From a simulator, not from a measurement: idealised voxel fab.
The following process module bears the name voxel tone inversion.
cross-section cut | 260 nm wide | cells 5 nm
Cross-sections here: square-cell grids, written as top-down lists of bands, a band being one or more rows of cells.
What a band's entry tells you: where the top is and where the bottom is, as heights in nm, and after that what lies inside, material by material from left to right, each with its width in nm. Empty space is written as the word "blank", and a single material marked with the word "edge to edge" occupies the band from edge to edge.
Height reference: 0 = level under which incoming wafer is all one material. Lowest band: no bottom, runs on downward, e.g. "z 0 and below".
Think of "30 to 40" as a width that walks from the first number to the second as you go down the band, top row to bottom row, taking equal-sized steps from row to row.
"left unchanged" means the step left every cell of the cross-section as it was.
The list in "Enclosed internal voids" covers empty spaces of 8 cells or more that cannot reach the top through any open way, and it gives each as width x height at distance; the distance is from the left edge, and width, height and distance are in nm.
Note: text after step settings on the step line = simulator remark on that step.
overlay nm: mask right of planned place by this much (step with mask). Neg. = left.

plan
| 1 | RECEIVE | material Si |
| 2 | CONFORMAL_DEP | material SiCN | thk nm 10 |
| 3 | DIRECTIONAL_DEP | material polySi | thk nm 25 |
| 4 | PATTERN | tone cover | mask id POSTS | material resist | width nm 20 | pitch nm 45 | thk nm 30 | overlay nm 0 |
| 5 | DIRECTIONAL_ETCH | etch materials polySi | depth nm 25 |
| 6 | STRIP | etch materials resist |
| 7 | FILL_DEP | material lowk | thk nm 10 |
| 8 | CMP | height nm 35 |
| 9 | STRIP | etch materials polySi |

The first wafer of two, processed as planned

Cross-section of the wafer upon arrival, representing the state reached after step 1
  z 0 and below | Si edge to edge
  Enclosed internal voids: none

Cross-section of the wafer after step 2
  z 10 to 0 | SiCN edge to edge
  Rest of section, below 0: as before.

Cross-section of the wafer after step 3
  z 35 to 10 | polySi edge to edge
  Rest of section, below 10: as before.

Cross-section of the wafer after step 4
  z 65 to 35 | blank: 50  resist: 20  blank: 25  resist: 20  blank: 25  resist: 20  blank: 25  resist: 20  blank: 55
  Rest of section, below 35: as before.

Cross-section of the wafer after step 5
  z 65 to 35 | blank: 50  resist: 20  blank: 25  resist: 20  blank: 25  resist: 20  blank: 25  resist: 20  blank: 55
  z 35 to 10 | blank: 50  polySi: 20  blank: 25  polySi: 20  blank: 25  polySi: 20  blank: 25  polySi: 20  blank: 55
  Rest of section, below 10: as before.

Cross-section of the wafer after step 6
  z 35 to 10 | blank: 50  polySi: 20  blank: 25  polySi: 20  blank: 25  polySi: 20  blank: 25  polySi: 20  blank: 55
  Rest of section, below 10: as before.

Cross-section of the wafer after step 7
  z 45 to 35 | lowk edge to edge
  z 35 to 10 | lowk: 50  polySi: 20  lowk: 25  polySi: 20  lowk: 25  polySi: 20  lowk: 25  polySi: 20  lowk: 55
  Rest of section, below 10: as before.

Cross-section of the wafer after step 8
  z 35 to 10 | lowk: 50  polySi: 20  lowk: 25  polySi: 20  lowk: 25  polySi: 20  lowk: 25  polySi: 20  lowk: 55
  Rest of section, below 10: as before.

Cross-section of the wafer after step 9
  z 35 to 10 | lowk: 50  blank: 20  lowk: 25  blank: 20  lowk: 25  blank: 20  lowk: 25  blank: 20  lowk: 55
  Rest of section, below 10: as before.

Second wafer: same start and same plan as the first, one execution error; identical to the first through step 1

Cross-section of the second wafer corresponding to the planned conclusion of step 2: left unchanged

Cross-section of the second wafer corresponding to the planned conclusion of step 3
  z 25 to 0 | polySi edge to edge
  Rest of section, below 0: as before.

Cross-section of the second wafer corresponding to the planned conclusion of step 4
  z 55 to 25 | blank: 50  resist: 20  blank: 25  resist: 20  blank: 25  resist: 20  blank: 25  resist: 20  blank: 55
  Rest of section, below 25: as before.

Cross-section of the second wafer corresponding to the planned conclusion of step 5
  z 55 to 25 | blank: 50  resist: 20  blank: 25  resist: 20  blank: 25  resist: 20  blank: 25  resist: 20  blank: 55
  z 25 to 0 | blank: 50  polySi: 20  blank: 25  polySi: 20  blank: 25  polySi: 20  blank: 25  polySi: 20  blank: 55
  Rest of section, below 0: as before.

Cross-section of the second wafer corresponding to the planned conclusion of step 6
  z 25 to 0 | blank: 50  polySi: 20  blank: 25  polySi: 20  blank: 25  polySi: 20  blank: 25  polySi: 20  blank: 55
  Rest of section, below 0: as before.

Cross-section of the second wafer corresponding to the planned conclusion of step 7
  z 35 to 25 | lowk edge to edge
  z 25 to 0 | lowk: 50  polySi: 20  lowk: 25  polySi: 20  lowk: 25  polySi: 20  lowk: 25  polySi: 20  lowk: 55
  Rest of section, below 0: as before.

Cross-section of the second wafer corresponding to the planned conclusion of step 8: left unchanged

Cross-section of the second wafer corresponding to the planned conclusion of step 9: left unchanged
What was done differently from what was planned? step 2 from the plan never happened, it was just skipped
Per the end-of-run cell counts, the second wafer holds more or fewer of some materials than the first: SiCN -104, lowk +104, polySi +80
